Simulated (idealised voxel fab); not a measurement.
Name of the process module below: voxel quadruple lines
Each square cell in cross-section cut measures 5 nm, and the section as a whole is 215 nm wide.
Cross-section layout: square cells on a grid; listed as bands, top to bottom; a band spans one or more cell rows.
Band: top and bottom heights (nm) first, top before bottom; then materials from left to right, widths in nm. "all across" marks a sole material filling the band edge to edge. "air" denotes empty space.
Height reference: 0 = level under which incoming wafer is all one material. Lowest band: no bottom, runs on downward, e.g. "0 and below".
Graded width ("30 to 40"): value in top row of band = first number; value in bottom row = second number; row-to-row change constant.
"left unchanged" (step): cross-section cells unchanged, all of them.
"Closed void catalog" contains a list of empty spaces, each no smaller than 8 cells and without an open way to the top, written in the form width x height at distance with the distance from the left edge and all three in nm.
Whatever follows a step's settings on its line is a remark the simulator itself makes about that step.
overlay nm: where the mask lay relative to plan, measured to the right, on steps with a mask; negatives go left.

Listed below are the process steps as planned:
step 1: RECEIVE, material Si
step 2: CONFORMAL_DEP, material SiO2, thk nm 5
step 3: DIRECTIONAL_DEP, material TiN, thk nm 15
step 4: DIRECTIONAL_DEP, material polySi, thk nm 15
step 5: DIRECTIONAL_DEP, material aC, thk nm 25
step 6: PATTERN, tone cover, mask id MANDREL, material resist, width nm 35, thk nm 35, overlay nm 0
step 7: DIRECTIONAL_ETCH, etch materials aC, depth nm 25
step 8: STRIP, etch materials resist
step 9: CONFORMAL_DEP, material SiO2, thk nm 15
step 10: DIRECTIONAL_ETCH, etch materials SiO2, depth nm 15
step 11: STRIP, etch materials aC
step 12: DIRECTIONAL_ETCH, etch materials polySi, depth nm 15
step 13: STRIP, etch materials SiO2
step 14: CONFORMAL_DEP, material SiCN, thk nm 10
step 15: DIRECTIONAL_ETCH, etch materials SiCN, depth nm 10
step 16: STRIP, etch materials polySi
step 17: DIRECTIONAL_ETCH, etch materials TiN, depth nm 15
step 18: STRIP, etch materials SiCN
step 19: FILL_DEP, material lowk, thk nm 10
step 20: CMP, height nm 20

Cross-section of the wafer as it came to us, i.e., already through step 1:
	0 and below: Si all across
	Closed void catalog: none

End-of-module cross-section of the first of two wafers, processed as planned:
	20 down to 5: lowk (65) / TiN (10) / lowk (15) / TiN (10) / lowk (15) / TiN (10) / lowk (15) / TiN (10) / lowk (65)
	5 down to 0: SiO2 all across
	0 and below: Si all across
	Closed void catalog: none

End of module, second wafer, cross-section. Started like the first, planned like the first, run with one mistake:
	20 down to 5: polySi all across
	5 down to 0: SiO2 all across
	0 and below: Si all across
	Closed void catalog: none
Short version of what went wrong: the executed order of steps 3 and 4 is the reverse of that specified in the plan, each step having taken the other's position
Per the end-of-run cell counts, the second wafer holds more or fewer of some materials than the first: 24 fewer of TiN, 105 fewer of lowk, 129 more of polySi
